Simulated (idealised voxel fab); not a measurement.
The following process module bears the name voxel quadruple lines.
Pictured: cross-section cut, 280 nm wide, on a grid of 5 nm square cells.
In this document a cross-section is written as a grid of square cells. It is given as a series of bands, listed from the top down, and a band is one or more rows of cells.
Each band's line starts with the height of the band's top and of its bottom, in nm. Then come its materials from left to right, each with its width in nm. One material with "full width" fills the band from edge to edge. "blank" is empty space.
Convention: height 0 is the level below which the wafer, as received, is all one material. The lowest band does not terminate at the bottom but continues downward, represented as "0 down".
It should be noted that a width expressed as "30..40" varies in equal increments from row to row of cells within the band, taking the value of the first number at the top row and that of the second number at the bottom row.
"no change" means the step left every cell of the cross-section as it was.
Reported under the label "Listed closed voids" are the empty spaces having no open way to the top and comprising 8 cells or more; the notation for each is width x height at distance, in which the distance is measured from the left edge and all three values are in nm.
What comes after the settings on a step's line is commentary from the simulator itself on that step.
"overlay nm" denotes, for a step that has a mask, the displacement of the mask to the right of its planned place, with negative values corresponding to the left.

## Listed below are the process steps as planned
step 1: RECEIVE (material Si)
step 2: CONFORMAL_DEP (material SiO2; thk nm 5)
step 3: DIRECTIONAL_DEP (material W; thk nm 15)
step 4: DIRECTIONAL_DEP (material polySi; thk nm 20)
step 5: DIRECTIONAL_DEP (material aC; thk nm 20)
step 6: PATTERN (tone cover; mask id MANDREL; material resist; width nm 25; thk nm 30; overlay nm 0)
step 7: DIRECTIONAL_ETCH (etch materials aC; depth nm 20)
step 8: STRIP (etch materials resist)
step 9: CONFORMAL_DEP (material SiO2; thk nm 15)
step 10: DIRECTIONAL_ETCH (etch materials SiO2; depth nm 15)
step 11: STRIP (etch materials aC)
step 12: DIRECTIONAL_ETCH (etch materials polySi; depth nm 20)
step 13: STRIP (etch materials SiO2)
step 14: CONFORMAL_DEP (material SiCN; thk nm 5)
step 15: DIRECTIONAL_ETCH (etch materials SiCN; depth nm 5)
step 16: STRIP (etch materials polySi)
step 17: DIRECTIONAL_ETCH (etch materials W; depth nm 15)
step 18: STRIP (etch materials SiCN)

## Concerning the first of two wafers, which was run in accordance with the plan

## Cross-section of the incoming wafer, state after step 1
0 down  Si full width
Listed closed voids: none

## after step 2
5 to 0  SiO2 full width
All layers under 0 are left as they were.

## after step 3
20 to 5  W full width
All layers under 5 are left as they were.

## after step 4
40 to 20  polySi full width
All layers under 20 are left as they were.

## after step 5
60 to 40  aC full width
All layers under 40 are left as they were.

## after step 6
90 to 60  blank (125), then resist (25), then blank (130)
All layers under 60 are left as they were.

## after step 7
70 to 60  blank (125), then resist (25), then blank (130)
60 to 40  blank (125), then aC (25), then blank (130)
All layers under 40 are left as they were.

## after step 8
60 to 40  blank (125), then aC (25), then blank (130)
All layers under 40 are left as they were.

## after step 9
75 to 60  blank (110), then SiO2 (55), then blank (115)
60 to 55  blank (110), then SiO2 (15), then aC (25), then SiO2 (15), then blank (115)
55 to 40  SiO2 (125), then aC (25), then SiO2 (130)
All layers under 40 are left as they were.

## after step 10
60 to 40  blank (110), then SiO2 (15), then aC (25), then SiO2 (15), then blank (115)
All layers under 40 are left as they were.

## after step 11
60 to 40  blank (110), then SiO2 (15), then blank (25), then SiO2 (15), then blank (115)
All layers under 40 are left as they were.

## after step 12
60 to 40  blank (110), then SiO2 (15), then blank (25), then SiO2 (15), then blank (115)
40 to 20  blank (110), then polySi (15), then blank (25), then polySi (15), then blank (115)
All layers under 20 are left as they were.

## after step 13
40 to 20  blank (110), then polySi (15), then blank (25), then polySi (15), then blank (115)
All layers under 20 are left as they were.

## after step 14
45 to 40  blank (105), then SiCN (25), then blank (15), then SiCN (25), then blank (110)
40 to 25  blank (105), then SiCN (5), then polySi (15), then SiCN (5), then blank (15), then SiCN (5), then polySi (15), then SiCN (5), then blank (110)
25 to 20  SiCN (110), then polySi (15), then SiCN (25), then polySi (15), then SiCN (115)
All layers under 20 are left as they were.

## after step 15
40 to 20  blank (105), then SiCN (5), then polySi (15), then SiCN (5), then blank (15), then SiCN (5), then polySi (15), then SiCN (5), then blank (110)
All layers under 20 are left as they were.

## after step 16
40 to 20  blank (105), then SiCN (5), then blank (15), then SiCN (5), then blank (15), then SiCN (5), then blank (15), then SiCN (5), then blank (110)
All layers under 20 are left as they were.

## after step 17
40 to 20  blank (105), then SiCN (5), then blank (15), then SiCN (5), then blank (15), then SiCN (5), then blank (15), then SiCN (5), then blank (110)
20 to 5  blank (105), then W (5), then blank (15), then W (5), then blank (15), then W (5), then blank (15), then W (5), then blank (110)
All layers under 5 are left as they were.

## after step 18
20 to 5  blank (105), then W (5), then blank (15), then W (5), then blank (15), then W (5), then blank (15), then W (5), then blank (110)
All layers under 5 are left as they were.

## Second Wafer (Identical Start and Plan, One Processing Error; Matches First Wafer Through Step 8)

## Second wafer, sectioned view, at step 9's planned end time
65 to 60  blank (120), then SiO2 (35), then blank (125)
60 to 45  blank (120), then SiO2 (5), then aC (25), then SiO2 (5), then blank (125)
45 to 40  SiO2 (125), then aC (25), then SiO2 (130)
All layers under 40 are left as they were.

## Second wafer, sectioned view, at step 10's planned end time
60 to 50  blank (125), then aC (25), then blank (130)
50 to 40  blank (120), then SiO2 (5), then aC (25), then SiO2 (5), then blank (125)
All layers under 40 are left as they were.

## Second wafer, sectioned view, at step 11's planned end time
50 to 40  blank (120), then SiO2 (5), then blank (25), then SiO2 (5), then blank (125)
All layers under 40 are left as they were.

## Second wafer, sectioned view, at step 12's planned end time
50 to 40  blank (120), then SiO2 (5), then blank (25), then SiO2 (5), then blank (125)
40 to 20  blank (120), then polySi (5), then blank (25), then polySi (5), then blank (125)
All layers under 20 are left as they were.

## Second wafer, sectioned view, at step 13's planned end time
40 to 20  blank (120), then polySi (5), then blank (25), then polySi (5), then blank (125)
All layers under 20 are left as they were.

## Second wafer, sectioned view, at step 14's planned end time
45 to 40  blank (115), then SiCN (15), then blank (15), then SiCN (15), then blank (120)
40 to 25  blank (115), then SiCN (5), then polySi (5), then SiCN (5), then blank (15), then SiCN (5), then polySi (5), then SiCN (5), then blank (120)
25 to 20  SiCN (120), then polySi (5), then SiCN (25), then polySi (5), then SiCN (125)
All layers under 20 are left as they were.

## Second wafer, sectioned view, at step 15's planned end time
40 to 20  blank (115), then SiCN (5), then polySi (5), then SiCN (5), then blank (15), then SiCN (5), then polySi (5), then SiCN (5), then blank (120)
All layers under 20 are left as they were.

## Second wafer, sectioned view, at step 16's planned end time
40 to 20  blank (115), then SiCN (5), then blank (5), then SiCN (5), then blank (15), then SiCN (5), then blank (5), then SiCN (5), then blank (120)
All layers under 20 are left as they were.

## Second wafer, sectioned view, at step 17's planned end time
40 to 20  blank (115), then SiCN (5), then blank (5), then SiCN (5), then blank (15), then SiCN (5), then blank (5), then SiCN (5), then blank (120)
20 to 5  blank (115), then W (5), then blank (5), then W (5), then blank (15), then W (5), then blank (5), then W (5), then blank (120)
All layers under 5 are left as they were.

## Second wafer, sectioned view, at step 18's planned end time
20 to 5  blank (115), then W (5), then blank (5), then W (5), then blank (15), then W (5), then blank (5), then W (5), then blank (120)
All layers under 5 are left as they were.
Where did the run depart from the plan? step 9: run off-plan, actual operation and settings CONFORMAL_DEP (material SiO2; thk nm 5)
Final wafers compared: equal cell tally per material, rearranged layout.
